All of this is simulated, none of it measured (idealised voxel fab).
You're looking at the process module voxel air gaps.
Cross-sectional view cut (width: 170 nm; square cell size: 5 nm).
Heads up, the way a cross-section reads in here is a grid of square cells, handed over as bands from the top down, with every band being one or more rows of cells.
The entry gives the band's vertical extent as a top height and a bottom height in nm, then its horizontal make-up as materials from left to right, each with a width in nm. "air" stands for empty space; a single material marked "edge to edge" fills the band edge to edge.
Beneath 0, the wafer as received is one material, and that level is where height counting begins. The lowest band goes on downward without a bottom; it is written like "0 -> down".
The two numbers in a width such as "30->40" mark its ends across the band: the first belongs to the top row of cells, the second to the bottom row, and from each row to the next the width moves by the same amount.
"nothing different", as given for a step, is the statement that not any cell of the cross-section underwent a change during that step.
Reported under the label "Sealed void listing" are the empty spaces having no open way to the top and comprising 8 cells or more; the notation for each is width x height at distance, in which the distance is measured from the left edge and all three values are in nm.
Heads up: the bit after the settings on a step's line is the simulator's remark on that step.
overlay nm, on a step with a mask: how far to the right of its planned place the mask lay; to the left if negative

These are the steps we planned for the process
| 1 | RECEIVE | material Si |
| 2 | CONFORMAL_DEP | material SiO2 | thk nm 15 |
| 3 | CONFORMAL_DEP | material SiN | thk nm 5 |
| 4 | DIRECTIONAL_DEP | material SiO2 | thk nm 40 |
| 5 | MASKED_ETCH | tone open | mask id LINES | width nm 15 | pitch nm 50 | etch materials SiO2 | depth nm 40 | overlay nm 0 |
| 6 | CONFORMAL_DEP | material TiN | thk nm 5 |
| 7 | FILL_DEP | material W | thk nm 5 |
| 8 | CMP | height nm 60 |
| 9 | EPI | material Ru | thk nm 10 |
| 10 | SELECTIVE_ETCH | etch materials SiO2 | depth nm 50 |
| 11 | CONFORMAL_DEP | material SiCN | thk nm 5 |
varied across the wafers: width nm of step 5. The plan shows the first wafer's value. All wafers start alike

As-received cross-section, first of several wafers, post step 1
0 -> down  Si edge to edge
Sealed void listing: none

Where each wafer stands at the end of the module, a row apiece: cells of each material gained (+) or lost (-) since it was received, then closed voids
width nm 15; +42 Ru; +118 SiCN; +34 SiN; +102 SiO2; +51 TiN; +21 W; Sealed void listing: none
width nm 20; +48 Ru; +118 SiCN; +34 SiN; +102 SiO2; +54 TiN; +42 W; Sealed void listing: 20 x 30 at 50; 20 x 30 at 100
width nm 25; +54 Ru; +110 SiCN; +34 SiN; +102 SiO2; +57 TiN; +63 W; Sealed void listing: 15 x 30 at 50; 15 x 30 at 100
width nm 30; +60 Ru; +62 SiCN; +34 SiN; +166 SiO2; +60 TiN; +84 W; Sealed void listing: none
width nm 35; +62 Ru; +62 SiCN; +34 SiN; +150 SiO2; +63 TiN; +105 W; Sealed void listing: 10 x 30 at 0
